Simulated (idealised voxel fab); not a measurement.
process module | voxel double patterning
Pictured: cross-section cut, 160 nm wide, on a grid of 5 nm square cells.
A cross-section is written here as square cells arranged in a grid, and it is given in bands from the top down, each band taking up one or more rows of cells. Top, bottom (nm), then materials left to right with widths (nm); lone material tagged "throughout" fills the whole band edge to edge; "blank" = empty space. Heights are measured from 0, the level below which the as-received wafer is all one material; the lowest band has no bottom and continues downward, written as in "z 0 and below". A width such as "30 to 40" changes by the same amount from each row of cells to the next, from the band's top row to its bottom row. It should be understood that the words "nothing changed", when stated for a given step, signify that the cross-section underwent no change in any of its cells during that step. Under "Sealed cavities" you'll find the enclosed gaps, the ones with no way out to the top, that are 8 cells or bigger; each reads width x height at distance, with distance counted from the left edge, everything in nm. Text after the settings on a step's line: the simulator's own remark on that step. overlay nm: for a step with a mask, the amount by which the mask lay right of where it was planned; a negative amount means left of it.

[The planned process steps are enumerated hereunder]
- 1: RECEIVE: material Si
- 2: CONFORMAL_DEP: material SiN, thk nm 5
- 3: DIRECTIONAL_DEP: material SiO2, thk nm 20
- 4: DIRECTIONAL_DEP: material SiCN, thk nm 5
- 5: DIRECTIONAL_DEP: material aC, thk nm 15
- 6: PATTERN: tone open, mask id FIRST, material resist, width nm 15, pitch nm 50, thk nm 30, overlay nm 0
- 7: DIRECTIONAL_ETCH: etch materials aC, depth nm 15
- 8: STRIP: etch materials resist
- 9: DIRECTIONAL_ETCH: etch materials SiCN, depth nm 5
- 10: STRIP: etch materials aC
- 11: DIRECTIONAL_DEP: material aC, thk nm 10
- 12: PATTERN: tone open, mask id SECOND, material resist, width nm 15, thk nm 25, overlay nm 0
- 13: DIRECTIONAL_ETCH: etch materials aC, depth nm 10
- 14: STRIP: etch materials resist
- 15: DIRECTIONAL_ETCH: etch materials SiCN, depth nm 5
- 16: STRIP: etch materials aC
- 17: DIRECTIONAL_ETCH: etch materials SiO2, depth nm 20
- 18: STRIP: etch materials SiCN

[The first wafer of two, processed as planned]

[Delivered wafer in cross-section: state after step 1]
  z 0 and below = Si throughout
  Sealed cavities: none

[So this is the wafer cross-section right after step 2]
  z 5 to 0 = SiN throughout
  Below 0 it's all the same as before, nothing changed down there.

[So this is the wafer cross-section right after step 3]
  z 25 to 5 = SiO2 throughout
  Below 5 it's all the same as before, nothing changed down there.

[So this is the wafer cross-section right after step 4]
  z 30 to 25 = SiCN throughout
  Below 25 it's all the same as before, nothing changed down there.

[So this is the wafer cross-section right after step 5]
  z 45 to 30 = aC throughout
  Below 30 it's all the same as before, nothing changed down there.

[So this is the wafer cross-section right after step 6]
  z 75 to 45 = resist: 45, blank: 15, resist: 35, blank: 15, resist: 50
  Below 45 it's all the same as before, nothing changed down there.

[So this is the wafer cross-section right after step 7]
  z 60 to 45 = resist: 45, blank: 15, resist: 35, blank: 15, resist: 50
  z 45 to 30 = aC: 45, blank: 15, aC: 35, blank: 15, aC: 50
  Below 30 it's all the same as before, nothing changed down there.

[So this is the wafer cross-section right after step 8]
  z 45 to 30 = aC: 45, blank: 15, aC: 35, blank: 15, aC: 50
  Below 30 it's all the same as before, nothing changed down there.

[So this is the wafer cross-section right after step 9]
  z 45 to 30 = aC: 45, blank: 15, aC: 35, blank: 15, aC: 50
  z 30 to 25 = SiCN: 45, blank: 15, SiCN: 35, blank: 15, SiCN: 50
  Below 25 it's all the same as before, nothing changed down there.

[So this is the wafer cross-section right after step 10]
  z 30 to 25 = SiCN: 45, blank: 15, SiCN: 35, blank: 15, SiCN: 50
  Below 25 it's all the same as before, nothing changed down there.

[So this is the wafer cross-section right after step 11]
  z 40 to 35 = aC: 45, blank: 15, aC: 35, blank: 15, aC: 50
  z 35 to 30 = aC throughout
  z 30 to 25 = SiCN: 45, aC: 15, SiCN: 35, aC: 15, SiCN: 50
  Below 25 it's all the same as before, nothing changed down there.

[So this is the wafer cross-section right after step 12]
  z 65 to 40 = resist: 70, blank: 15, resist: 75
  z 40 to 35 = aC: 45, resist: 15, aC: 35, resist: 15, aC: 50
  Below 35 it's all the same as before, nothing changed down there.

[So this is the wafer cross-section right after step 13]
  z 55 to 40 = resist: 70, blank: 15, resist: 75
  z 40 to 35 = aC: 45, resist: 15, aC: 10, blank: 15, aC: 10, resist: 15, aC: 50
  z 35 to 30 = aC: 70, blank: 15, aC: 75
  Below 30 it's all the same as before, nothing changed down there.

[So this is the wafer cross-section right after step 14]
  z 40 to 35 = aC: 45, blank: 15, aC: 10, blank: 15, aC: 10, blank: 15, aC: 50
  Below 35 it's all the same as before, nothing changed down there.

[So this is the wafer cross-section right after step 15]
  z 40 to 35 = aC: 45, blank: 15, aC: 10, blank: 15, aC: 10, blank: 15, aC: 50
  z 35 to 30 = aC: 70, blank: 15, aC: 75
  z 30 to 25 = SiCN: 45, aC: 15, SiCN: 10, blank: 15, SiCN: 10, aC: 15, SiCN: 50
  Below 25 it's all the same as before, nothing changed down there.

[So this is the wafer cross-section right after step 16]
  z 30 to 25 = SiCN: 45, blank: 15, SiCN: 10, blank: 15, SiCN: 10, blank: 15, SiCN: 50
  Below 25 it's all the same as before, nothing changed down there.

[So this is the wafer cross-section right after step 17]
  z 30 to 25 = SiCN: 45, blank: 15, SiCN: 10, blank: 15, SiCN: 10, blank: 15, SiCN: 50
  z 25 to 5 = SiO2: 45, blank: 15, SiO2: 10, blank: 15, SiO2: 10, blank: 15, SiO2: 50
  Below 5 it's all the same as before, nothing changed down there.

[So this is the wafer cross-section right after step 18]
  z 25 to 5 = SiO2: 45, blank: 15, SiO2: 10, blank: 15, SiO2: 10, blank: 15, SiO2: 50
  Below 5 it's all the same as before, nothing changed down there.

[What follows concerns the second wafer, which started out like the first and was meant to follow the very same plan; one mistake crept in when it was run, but everything up to and including step 11 is the same as for the first wafer]

[What the second wafer looks like in cross-section when step 12 should have wrapped up]
  z 65 to 40 = blank: 70, resist: 15, blank: 75
  Below 40 it's all the same as before, nothing changed down there.

[What the second wafer looks like in cross-section when step 13 should have wrapped up]
  z 55 to 40 = blank: 70, resist: 15, blank: 75
  z 40 to 30 = blank: 70, aC: 15, blank: 75
  z 30 to 25 = SiCN: 45, blank: 15, SiCN: 35, blank: 15, SiCN: 50
  Below 25 it's all the same as before, nothing changed down there.

[What the second wafer looks like in cross-section when step 14 should have wrapped up]
  z 40 to 30 = blank: 70, aC: 15, blank: 75
  Below 30 it's all the same as before, nothing changed down there.

[What the second wafer looks like in cross-section when step 15 should have wrapped up]
  z 40 to 30 = blank: 70, aC: 15, blank: 75
  z 30 to 25 = blank: 70, SiCN: 15, blank: 75
  Below 25 it's all the same as before, nothing changed down there.

[What the second wafer looks like in cross-section when step 16 should have wrapped up]
  z 30 to 25 = blank: 70, SiCN: 15, blank: 75
  Below 25 it's all the same as before, nothing changed down there.

[What the second wafer looks like in cross-section when step 17 should have wrapped up]
  z 30 to 25 = blank: 70, SiCN: 15, blank: 75
  z 25 to 5 = blank: 70, SiO2: 15, blank: 75
  Below 5 it's all the same as before, nothing changed down there.

[What the second wafer looks like in cross-section when step 18 should have wrapped up]
  z 25 to 5 = blank: 70, SiO2: 15, blank: 75
  Below 5 it's all the same as before, nothing changed down there.
Here's what went sideways: step 12 was processed under conditions differing from the plan, specifically as PATTERN: tone cover, mask id SECOND, material resist, width nm 15, thk nm 25, overlay nm 0
Cell-count delta at end, second wafer over first, by material: -80 SiO2
